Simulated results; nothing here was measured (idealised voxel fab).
The process module presented herein is designated voxel gate over fins.
Each square cell in cross-section cut measures 5 nm, and the section as a whole is 235 nm wide.
The cross-sections in this document take the form of a grid made of square cells. They are written out as bands, in order from top to bottom. Each band consists of one or more rows of cells.
For a band, the entry starts with two heights in nm, that of the top and then that of the bottom, and carries on with the band's materials in order from left to right, each alongside its width in nm; the word "full width" beside a single material means it fills the band edge to edge, and "air" means empty space.
Basically, 0 is our baseline, since under it the wafer straight out of the box is all one material. The bottom band has no lower end and keeps on going down, so it looks like "0 nm and below".
A width such as "30->40" changes by the same amount from each row of cells to the next, from the band's top row to its bottom row.
The cross-section has no changed cell in any step marked "nothing changed".
"Cavities, sealed" - sealed voids, min. 8 cells, no opening to top; format: width x height at distance (distance from left edge; nm throughout).
Whatever follows a step's settings on its line is a remark the simulator itself makes about that step.
You can add "overlay nm" to a step's line. For a step with a mask, it describes how far the mask lay to the right of its planned position, and a negative number describes a lay to the left.

Steps planned for the process
1,op RECEIVE | material Si
2,op CONFORMAL_DEP | material SiN | thk nm 10
3,op MASKED_ETCH | tone cover | mask id FINS | width nm 15 | pitch nm 50 | etch materials SiN | depth nm 10 | overlay nm 0
4,op MASKED_ETCH | tone cover | mask id FINS | width nm 15 | pitch nm 50 | etch materials Si | depth nm 30 | overlay nm 0
5,op OXIDIZE | depth nm 5
6,op FILL_DEP | material SiO2 | thk nm 10
7,op CMP | height nm 10
8,op PATTERN | tone open | mask id RAIL | material resist | width nm 15 | thk nm 15 | overlay nm 0
9,op DIRECTIONAL_ETCH | etch materials SiO2 | depth nm 35
10,op STRIP | etch materials resist
11,op CONFORMAL_DEP | material TiN | thk nm 5
12,op FILL_DEP | material W | thk nm 5
13,op CMP | height nm 10
14,op SELECTIVE_ETCH | etch materials W Ru TiN | depth nm 30
15,op FILL_DEP | material SiO2 | thk nm 5
16,op CMP | height nm 10
17,op SELECTIVE_ETCH | etch materials SiO2 | depth nm 20
18,op STRIP | etch materials SiN
19,op CONFORMAL_DEP | material HfO2 | thk nm 5
20,op CONFORMAL_DEP | material TiN | thk nm 5
21,op CONFORMAL_DEP | material TiAl | thk nm 5
22,op CONFORMAL_DEP | material TiN | thk nm 5
23,op FILL_DEP | material W | thk nm 10
24,op CMP | height nm 25
25,op CONFORMAL_DEP | material SiN | thk nm 5

Cross-section of the incoming wafer, state after step 1
- 0 nm and below | Si full width
- Cavities, sealed: none

Cross-section at module end, one run error; start and plan unchanged from above
- 30 nm to 25 nm | SiN full width
- 25 nm to 20 nm | W full width
- 20 nm to 15 nm | 20 nm W; 45 nm TiN; 5 nm W; 45 nm TiN; 5 nm W; 45 nm TiN; 5 nm W; 45 nm TiN; 20 nm W
- 15 nm to 10 nm | 20 nm W; 5 nm TiN; 35 nm TiAl; 5 nm TiN; 5 nm W; 5 nm TiN; 35 nm TiAl; 5 nm TiN; 5 nm W; 5 nm TiN; 35 nm TiAl; 5 nm TiN; 5 nm W; 5 nm TiN; 35 nm TiAl; 5 nm TiN; 20 nm W
- 10 nm to 5 nm | 25 nm TiN; 5 nm TiAl; 25 nm TiN; 5 nm TiAl; 15 nm TiN; 5 nm TiAl; 25 nm TiN; 5 nm TiAl; 15 nm TiN; 5 nm TiAl; 25 nm TiN; 5 nm TiAl; 15 nm TiN; 5 nm TiAl; 25 nm TiN; 5 nm TiAl; 25 nm TiN
- 5 nm to 0 nm | 30 nm TiAl; 5 nm TiN; 15 nm HfO2; 5 nm TiN; 25 nm TiAl; 5 nm TiN; 15 nm HfO2; 5 nm TiN; 25 nm TiAl; 5 nm TiN; 15 nm HfO2; 5 nm TiN; 25 nm TiAl; 5 nm TiN; 15 nm HfO2; 5 nm TiN; 30 nm TiAl
- 0 nm to -5 nm | 35 nm TiN; 5 nm HfO2; 5 nm Si; 5 nm HfO2; 35 nm TiN; 5 nm HfO2; 5 nm Si; 5 nm HfO2; 35 nm TiN; 5 nm HfO2; 5 nm Si; 5 nm HfO2; 35 nm TiN; 5 nm HfO2; 5 nm Si; 5 nm HfO2; 35 nm TiN
- -5 nm to -10 nm | 40 nm HfO2; 5 nm Si; 45 nm HfO2; 5 nm Si; 45 nm HfO2; 5 nm Si; 45 nm HfO2; 5 nm Si; 40 nm HfO2
- -10 nm to -20 nm | 40 nm SiO2; 5 nm Si; 45 nm SiO2; 5 nm Si; 45 nm SiO2; 5 nm Si; 45 nm SiO2; 5 nm Si; 40 nm SiO2
- -20 nm to -25 nm | 35 nm TiN; 5 nm SiO2; 5 nm Si; 5 nm SiO2; 10 nm TiN; 15 nm SiO2; 10 nm TiN; 5 nm SiO2; 5 nm Si; 5 nm SiO2; 35 nm TiN; 5 nm SiO2; 5 nm Si; 5 nm SiO2; 35 nm TiN; 5 nm SiO2; 5 nm Si; 5 nm SiO2; 35 nm TiN
- -25 nm to -35 nm | 40 nm SiO2; 5 nm Si; 45 nm SiO2; 5 nm Si; 45 nm SiO2; 5 nm Si; 45 nm SiO2; 5 nm Si; 40 nm SiO2
- -35 nm and below | Si full width
- Cavities, sealed: none
Deviation from plan: step 8 ran differently from the plan; actual operation with settings: op PATTERN | tone cover | mask id RAIL | material resist | width nm 15 | thk nm 15 | overlay nm 0
